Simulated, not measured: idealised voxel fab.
This is a process module. Its name is voxel wiring stack.
Shown is cross-section cut, with a width of 155 nm and square cells of size 5 nm.
This document writes a cross-section as a grid whose cells are square, and gives it as bands, listed from the top down; one or more rows of cells form a band. It is stipulated that each band's entry specify, in nanometres, the height of the top of the band and then that of its bottom, followed by the materials of the band in left-to-right sequence, each together with its width in nanometres. A single material marked by the word "all across" is understood to fill the band from edge to edge; the word "air" is understood to denote empty space. Heights are reckoned from 0. Under this level, the received wafer is all of one material. The bottommost band is open-ended downward, for example "z 0 and below". So if you see something like "30->40" for the width, read it as the top row of the band sitting at the first number and the bottom row at the second, with every row in between moving by the same amount as the last. Basically "nothing was modified" means that step didn't change any cell in the cross-section. Listed in "Trapped void list": every empty space of 8 or more cells without an open way to the top. Form: width x height at distance, the distance being from the left edge, all in nm. Read whatever lies past the settings on a step's line as the simulator's own remark about the step. Each step line may optionally specify "overlay nm", which for a step with a mask gives the rightward distance between the mask's planned place and where it lay, a negative value indicating the leftward direction.
Set out below are the planned steps of the process
1: RECEIVE, material Si
2: CONFORMAL_DEP, material SiO2, thk nm 10
3: DIRECTIONAL_DEP, material TiN, thk nm 5
4: DIRECTIONAL_DEP, material Ru, thk nm 25
5: PATTERN, tone cover, mask id METAL_1, material resist, width nm 30, pitch nm 45, thk nm 20, overlay nm 0
6: DIRECTIONAL_ETCH, etch materials Ru, depth nm 25
7: DIRECTIONAL_ETCH, etch materials TiN, depth nm 5
8: STRIP, etch materials resist
9: CONFORMAL_DEP, material SiN, thk nm 5
10: FILL_DEP, material SiO2, thk nm 5
11: CMP, height nm 40
12: CONFORMAL_DEP, material SiCN, thk nm 5
13: DIRECTIONAL_DEP, material SiO2, thk nm 30
14: DIRECTIONAL_DEP, material aC, thk nm 10
15: PATTERN, tone open, mask id METAL_2_HOLES, material resist, width nm 15, pitch nm 45, thk nm 25, overlay nm 0
16: DIRECTIONAL_ETCH, etch materials aC, depth nm 10
17: STRIP, etch materials resist
18: DIRECTIONAL_ETCH, etch materials SiO2, depth nm 30
19: STRIP, etch materials aC
20: DIRECTIONAL_DEP, material aC, thk nm 15
21: PATTERN, tone open, mask id METAL_2, material resist, width nm 30, pitch nm 45, thk nm 35, overlay nm 0
22: DIRECTIONAL_ETCH, etch materials aC, depth nm 15
23: STRIP, etch materials resist
24: DIRECTIONAL_ETCH, etch materials SiO2, depth nm 15
25: DIRECTIONAL_ETCH, etch materials SiCN, depth nm 5
26: STRIP, etch materials aC
27: CONFORMAL_DEP, material TiN, thk nm 5
28: FILL_DEP, material Cu, thk nm 5
29: CMP, height nm 75
30: CONFORMAL_DEP, material SiCN, thk nm 5
31: DIRECTIONAL_DEP, material lowk, thk nm 10
32: DIRECTIONAL_DEP, material aC, thk nm 15
33: PATTERN, tone open, mask id PLUG_2, material resist, width nm 15, pitch nm 45, thk nm 30, overlay nm 0
34: DIRECTIONAL_ETCH, etch materials aC, depth nm 15
35: STRIP, etch materials resist
36: DIRECTIONAL_ETCH, etch materials lowk, depth nm 10
37: DIRECTIONAL_ETCH, etch materials SiCN, depth nm 5
38: STRIP, etch materials aC
39: CONFORMAL_DEP, material TiN, thk nm 5
40: FILL_DEP, material Cu, thk nm 5
41: CMP, height nm 90
42: DIRECTIONAL_DEP, material TiN, thk nm 5
43: DIRECTIONAL_DEP, material W, thk nm 20
44: DIRECTIONAL_DEP, material aC, thk nm 15
45: PATTERN, tone cover, mask id METAL_3, material resist, width nm 30, pitch nm 45, thk nm 30, overlay nm 0
46: DIRECTIONAL_ETCH, etch materials aC, depth nm 15
47: STRIP, etch materials resist
48: DIRECTIONAL_ETCH, etch materials W, depth nm 20
49: DIRECTIONAL_ETCH, etch materials TiN, depth nm 5
50: STRIP, etch materials aC
51: CONFORMAL_DEP, material SiN, thk nm 5
52: FILL_DEP, material lowk, thk nm 5
53: CMP, height nm 115
54: CONFORMAL_DEP, material SiN, thk nm 5
Cross-section of the wafer upon arrival, representing the state reached after step 1
    z 0 and below = Si all across
    Trapped void list: none
Cross-section taken at module completion on the first of two wafers; processed per the plan
    z 120 to 115 = SiN all across
    z 115 to 95 = 10 nm lowk | 5 nm SiN | 30 nm W | 5 nm SiN | 5 nm lowk | 5 nm SiN | 30 nm W | 5 nm SiN | 5 nm lowk | 5 nm SiN | 30 nm W | 5 nm SiN | 15 nm lowk
    z 95 to 90 = 15 nm SiN | 30 nm TiN | 15 nm SiN | 30 nm TiN | 15 nm SiN | 30 nm TiN | 20 nm SiN
    z 90 to 80 = 15 nm lowk | 5 nm TiN | 5 nm Cu | 5 nm TiN | 30 nm lowk | 5 nm TiN | 5 nm Cu | 5 nm TiN | 30 nm lowk | 5 nm TiN | 5 nm Cu | 5 nm TiN | 35 nm lowk
    z 80 to 75 = 15 nm SiCN | 15 nm TiN | 30 nm SiCN | 15 nm TiN | 30 nm SiCN | 15 nm TiN | 35 nm SiCN
    z 75 to 65 = 15 nm SiO2 | 5 nm TiN | 20 nm Cu | 5 nm TiN | 15 nm SiO2 | 5 nm TiN | 20 nm Cu | 5 nm TiN | 15 nm SiO2 | 5 nm TiN | 20 nm Cu | 5 nm TiN | 20 nm SiO2
    z 65 to 60 = 15 nm SiO2 | 5 nm TiN | 5 nm Cu | 20 nm TiN | 15 nm SiO2 | 5 nm TiN | 5 nm Cu | 20 nm TiN | 15 nm SiO2 | 5 nm TiN | 5 nm Cu | 20 nm TiN | 20 nm SiO2
    z 60 to 45 = 15 nm SiO2 | 5 nm TiN | 5 nm Cu | 5 nm TiN | 30 nm SiO2 | 5 nm TiN | 5 nm Cu | 5 nm TiN | 30 nm SiO2 | 5 nm TiN | 5 nm Cu | 5 nm TiN | 35 nm SiO2
    z 45 to 40 = 15 nm SiCN | 15 nm TiN | 30 nm SiCN | 15 nm TiN | 30 nm SiCN | 15 nm TiN | 35 nm SiCN
    z 40 to 15 = 10 nm SiO2 | 5 nm SiN | 30 nm Ru | 5 nm SiN | 5 nm SiO2 | 5 nm SiN | 30 nm Ru | 5 nm SiN | 5 nm SiO2 | 5 nm SiN | 30 nm Ru | 5 nm SiN | 15 nm SiO2
    z 15 to 10 = 15 nm SiN | 30 nm TiN | 15 nm SiN | 30 nm TiN | 15 nm SiN | 30 nm TiN | 20 nm SiN
    z 10 to 0 = SiO2 all across
    z 0 and below = Si all across
    Trapped void list: none
Module end: cross-section of wafer two of two. Same start and process plan as the first wafer. One mistake during execution
    z 120 to 115 = SiN all across
    z 115 to 95 = 10 nm lowk | 5 nm SiN | 30 nm W | 5 nm SiN | 5 nm lowk | 5 nm SiN | 30 nm W | 5 nm SiN | 5 nm lowk | 5 nm SiN | 30 nm W | 5 nm SiN | 15 nm lowk
    z 95 to 90 = 15 nm SiN | 30 nm TiN | 15 nm SiN | 30 nm TiN | 15 nm SiN | 30 nm TiN | 20 nm SiN
    z 90 to 80 = 15 nm lowk | 5 nm TiN | 5 nm Cu | 5 nm TiN | 30 nm lowk | 5 nm TiN | 5 nm Cu | 5 nm TiN | 30 nm lowk | 5 nm TiN | 5 nm Cu | 5 nm TiN | 35 nm lowk
    z 80 to 75 = 15 nm SiCN | 15 nm TiN | 30 nm SiCN | 15 nm TiN | 30 nm SiCN | 15 nm TiN | 35 nm SiCN
    z 75 to 65 = 15 nm SiO2 | 5 nm TiN | 20 nm Cu | 5 nm TiN | 15 nm SiO2 | 5 nm TiN | 20 nm Cu | 5 nm TiN | 15 nm SiO2 | 5 nm TiN | 20 nm Cu | 5 nm TiN | 20 nm SiO2
    z 65 to 60 = 15 nm SiO2 | 5 nm TiN | 5 nm Cu | 20 nm TiN | 15 nm SiO2 | 5 nm TiN | 5 nm Cu | 20 nm TiN | 15 nm SiO2 | 5 nm TiN | 5 nm Cu | 20 nm TiN | 20 nm SiO2
    z 60 to 45 = 15 nm SiO2 | 5 nm TiN | 5 nm Cu | 5 nm TiN | 30 nm SiO2 | 5 nm TiN | 5 nm Cu | 5 nm TiN | 30 nm SiO2 | 5 nm TiN | 5 nm Cu | 5 nm TiN | 35 nm SiO2
    z 45 to 40 = 15 nm SiCN | 15 nm TiN | 30 nm SiCN | 15 nm TiN | 30 nm SiCN | 15 nm TiN | 35 nm SiCN
    z 40 to 35 = 15 nm SiN | 30 nm TiN | 15 nm SiN | 30 nm TiN | 15 nm SiN | 30 nm TiN | 20 nm SiN
    z 35 to 10 = Ru all across
    z 10 to 0 = SiO2 all across
    z 0 and below = Si all across
    Trapped void list: none
Finding, execution versus plan: note: step 3 <-> step 4, run order reversed vs plan
Heads up, by the end the second wafer has more or fewer cells of some materials compared to the first: +65 Ru, -30 SiN, -35 SiO2
